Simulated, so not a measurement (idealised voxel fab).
The following process module bears the name voxel gate over fins.
Section shown: cut. Width: 300 nm. Cell size: 5 nm, square.
Cross-section layout: square cells on a grid; listed as bands, top to bottom; a band spans one or more cell rows.
What a band's entry tells you: where the top is and where the bottom is, as heights in nm, and after that what lies inside, material by material from left to right, each with its width in nm. Empty space is written as the word "blank", and a single material marked with the word "everywhere" occupies the band from edge to edge.
Convention: height 0 is the level below which the wafer, as received, is all one material. The lowest band does not terminate at the bottom but continues downward, represented as "0 and below".
A two-number width, for instance "30->40", indicates that the width is equal to the first number in the top row of the band and to the second number in the bottom row, and that it changes by a constant amount per row of cells.
Basically "nothing altered" means that step didn't change any cell in the cross-section.
Closed-off voids: empty space of 8 cells or more with no open way to the top, each as width x height at its distance from the left edge, in nm
On a step's line, text after the settings is the simulator commenting on that step.
overlay nm: on a step with a mask, how far right of its planned place the mask lay; negative means left.
PROCESS STEPS - PLAN
1: RECEIVE, material Si
2: CONFORMAL_DEP, material SiN, thk nm 10
3: PATTERN, tone cover, mask id FINS, material resist, width nm 15, pitch nm 40, thk nm 15, overlay nm 0
4: DIRECTIONAL_ETCH, etch materials SiN, depth nm 10
5: DIRECTIONAL_ETCH, etch materials Si, depth nm 35
6: STRIP, etch materials resist
7: FILL_DEP, material SiO2, thk nm 15
8: CMP, height nm 10
9: SELECTIVE_ETCH, etch materials SiO2, depth nm 25
10: STRIP, etch materials SiN
11: CONFORMAL_DEP, material HfO2, thk nm 5
12: CONFORMAL_DEP, material TiN, thk nm 5
13: FILL_DEP, material W, thk nm 15
14: CMP, height nm 20
15: CONFORMAL_DEP, material SiN, thk nm 5
WHAT FOLLOWS COVERS THE FIRST OF TWO WAFERS; IT RAN AS PLANNED
WAFER AT RECEIPT (POST STEP 1), CROSS-SECTION
- 0 and below = Si everywhere
- Closed-off voids: none
STEP 2 COMPLETE: CROSS-SECTION THROUGH THE WAFER
- 10 down to 0 = SiN everywhere
- below 0: unchanged
STEP 3 COMPLETE: CROSS-SECTION THROUGH THE WAFER
- 25 down to 10 = blank (120), then resist (15), then blank (25), then resist (15), then blank (125)
- below 10: unchanged
STEP 4 COMPLETE: CROSS-SECTION THROUGH THE WAFER
- 25 down to 10 = blank (120), then resist (15), then blank (25), then resist (15), then blank (125)
- 10 down to 0 = blank (120), then SiN (15), then blank (25), then SiN (15), then blank (125)
- below 0: unchanged
STEP 5 COMPLETE: CROSS-SECTION THROUGH THE WAFER
- 25 down to 10 = blank (120), then resist (15), then blank (25), then resist (15), then blank (125)
- 10 down to 0 = blank (120), then SiN (15), then blank (25), then SiN (15), then blank (125)
- 0 down to -35 = blank (120), then Si (15), then blank (25), then Si (15), then blank (125)
- below -35: unchanged
STEP 6 COMPLETE: CROSS-SECTION THROUGH THE WAFER
- 10 down to 0 = blank (120), then SiN (15), then blank (25), then SiN (15), then blank (125)
- below 0: unchanged
STEP 7 COMPLETE: CROSS-SECTION THROUGH THE WAFER
- 25 down to 10 = SiO2 everywhere
- 10 down to 0 = SiO2 (120), then SiN (15), then SiO2 (25), then SiN (15), then SiO2 (125)
- 0 down to -35 = SiO2 (120), then Si (15), then SiO2 (25), then Si (15), then SiO2 (125)
- below -35: unchanged
STEP 8 COMPLETE: CROSS-SECTION THROUGH THE WAFER
- 10 down to 0 = SiO2 (120), then SiN (15), then SiO2 (25), then SiN (15), then SiO2 (125)
- below 0: unchanged
STEP 9 COMPLETE: CROSS-SECTION THROUGH THE WAFER
- 10 down to 0 = blank (120), then SiN (15), then blank (25), then SiN (15), then blank (125)
- 0 down to -15 = blank (120), then Si (15), then blank (25), then Si (15), then blank (125)
- below -15: unchanged
STEP 10 COMPLETE: CROSS-SECTION THROUGH THE WAFER
- 0 down to -15 = blank (120), then Si (15), then blank (25), then Si (15), then blank (125)
- below -15: unchanged
STEP 11 COMPLETE: CROSS-SECTION THROUGH THE WAFER
- 5 down to 0 = blank (115), then HfO2 (25), then blank (15), then HfO2 (25), then blank (120)
- 0 down to -10 = blank (115), then HfO2 (5), then Si (15), then HfO2 (5), then blank (15), then HfO2 (5), then Si (15), then HfO2 (5), then blank (120)
- -10 down to -15 = HfO2 (120), then Si (15), then HfO2 (25), then Si (15), then HfO2 (125)
- below -15: unchanged
STEP 12 COMPLETE: CROSS-SECTION THROUGH THE WAFER
- 10 down to 5 = blank (110), then TiN (35), then blank (5), then TiN (35), then blank (115)
- 5 down to 0 = blank (110), then TiN (5), then HfO2 (25), then TiN (5), then blank (5), then TiN (5), then HfO2 (25), then TiN (5), then blank (115)
- 0 down to -5 = blank (110), then TiN (5), then HfO2 (5), then Si (15), then HfO2 (5), then TiN (5), then blank (5), then TiN (5), then HfO2 (5), then Si (15), then HfO2 (5), then TiN (5), then blank (115)
- -5 down to -10 = TiN (115), then HfO2 (5), then Si (15), then HfO2 (5), then TiN (15), then HfO2 (5), then Si (15), then HfO2 (5), then TiN (120)
- below -10: unchanged
STEP 13 COMPLETE: CROSS-SECTION THROUGH THE WAFER
- 25 down to 10 = W everywhere
- 10 down to 5 = W (110), then TiN (35), then W (5), then TiN (35), then W (115)
- 5 down to 0 = W (110), then TiN (5), then HfO2 (25), then TiN (5), then W (5), then TiN (5), then HfO2 (25), then TiN (5), then W (115)
- 0 down to -5 = W (110), then TiN (5), then HfO2 (5), then Si (15), then HfO2 (5), then TiN (5), then W (5), then TiN (5), then HfO2 (5), then Si (15), then HfO2 (5), then TiN (5), then W (115)
- below -5: unchanged
STEP 14 COMPLETE: CROSS-SECTION THROUGH THE WAFER
- 20 down to 10 = W everywhere
- below 10: unchanged
STEP 15 COMPLETE: CROSS-SECTION THROUGH THE WAFER
- 25 down to 20 = SiN everywhere
- below 20: unchanged
WAFER TWO. IDENTICAL START, IDENTICAL PLAN. ONE MISTAKE IN EXECUTION. IDENTICAL HISTORY THROUGH STEP 4
PLANNED END OF STEP 5: SECOND WAFER, CROSS-SECTION
- 25 down to 10 = blank (120), then resist (15), then blank (25), then resist (15), then blank (125)
- 10 down to 0 = blank (120), then SiN (15), then blank (25), then SiN (15), then blank (125)
- 0 down to -70 = blank (120), then Si (15), then blank (25), then Si (15), then blank (125)
- below -70: unchanged
PLANNED END OF STEP 6: SECOND WAFER, CROSS-SECTION
- 10 down to 0 = blank (120), then SiN (15), then blank (25), then SiN (15), then blank (125)
- below 0: unchanged
PLANNED END OF STEP 7: SECOND WAFER, CROSS-SECTION
- 25 down to 10 = SiO2 everywhere
- 10 down to 0 = SiO2 (120), then SiN (15), then SiO2 (25), then SiN (15), then SiO2 (125)
- 0 down to -70 = SiO2 (120), then Si (15), then SiO2 (25), then Si (15), then SiO2 (125)
- below -70: unchanged
PLANNED END OF STEP 8: SECOND WAFER, CROSS-SECTION
- 10 down to 0 = SiO2 (120), then SiN (15), then SiO2 (25), then SiN (15), then SiO2 (125)
- below 0: unchanged
PLANNED END OF STEP 9: SECOND WAFER, CROSS-SECTION
- 10 down to 0 = blank (120), then SiN (15), then blank (25), then SiN (15), then blank (125)
- 0 down to -15 = blank (120), then Si (15), then blank (25), then Si (15), then blank (125)
- below -15: unchanged
PLANNED END OF STEP 10: SECOND WAFER, CROSS-SECTION
- 0 down to -15 = blank (120), then Si (15), then blank (25), then Si (15), then blank (125)
- below -15: unchanged
PLANNED END OF STEP 11: SECOND WAFER, CROSS-SECTION
- 5 down to 0 = blank (115), then HfO2 (25), then blank (15), then HfO2 (25), then blank (120)
- 0 down to -10 = blank (115), then HfO2 (5), then Si (15), then HfO2 (5), then blank (15), then HfO2 (5), then Si (15), then HfO2 (5), then blank (120)
- -10 down to -15 = HfO2 (120), then Si (15), then HfO2 (25), then Si (15), then HfO2 (125)
- below -15: unchanged
PLANNED END OF STEP 12: SECOND WAFER, CROSS-SECTION
- 10 down to 5 = blank (110), then TiN (35), then blank (5), then TiN (35), then blank (115)
- 5 down to 0 = blank (110), then TiN (5), then HfO2 (25), then TiN (5), then blank (5), then TiN (5), then HfO2 (25), then TiN (5), then blank (115)
- 0 down to -5 = blank (110), then TiN (5), then HfO2 (5), then Si (15), then HfO2 (5), then TiN (5), then blank (5), then TiN (5), then HfO2 (5), then Si (15), then HfO2 (5), then TiN (5), then blank (115)
- -5 down to -10 = TiN (115), then HfO2 (5), then Si (15), then HfO2 (5), then TiN (15), then HfO2 (5), then Si (15), then HfO2 (5), then TiN (120)
- below -10: unchanged
PLANNED END OF STEP 13: SECOND WAFER, CROSS-SECTION
- 25 down to 10 = W everywhere
- 10 down to 5 = W (110), then TiN (35), then W (5), then TiN (35), then W (115)
- 5 down to 0 = W (110), then TiN (5), then HfO2 (25), then TiN (5), then W (5), then TiN (5), then HfO2 (25), then TiN (5), then W (115)
- 0 down to -5 = W (110), then TiN (5), then HfO2 (5), then Si (15), then HfO2 (5), then TiN (5), then W (5), then TiN (5), then HfO2 (5), then Si (15), then HfO2 (5), then TiN (5), then W (115)
- below -5: unchanged
PLANNED END OF STEP 14: SECOND WAFER, CROSS-SECTION
- 20 down to 10 = W everywhere
- below 10: unchanged
PLANNED END OF STEP 15: SECOND WAFER, CROSS-SECTION
- 25 down to 20 = SiN everywhere
- below 20: unchanged
Plan not followed: heads up, step 5 of the plan got done twice
The final cell counts differ between the wafers, with the second having more or fewer of some materials than the first: Si: 378 fewer | SiO2: 378 more
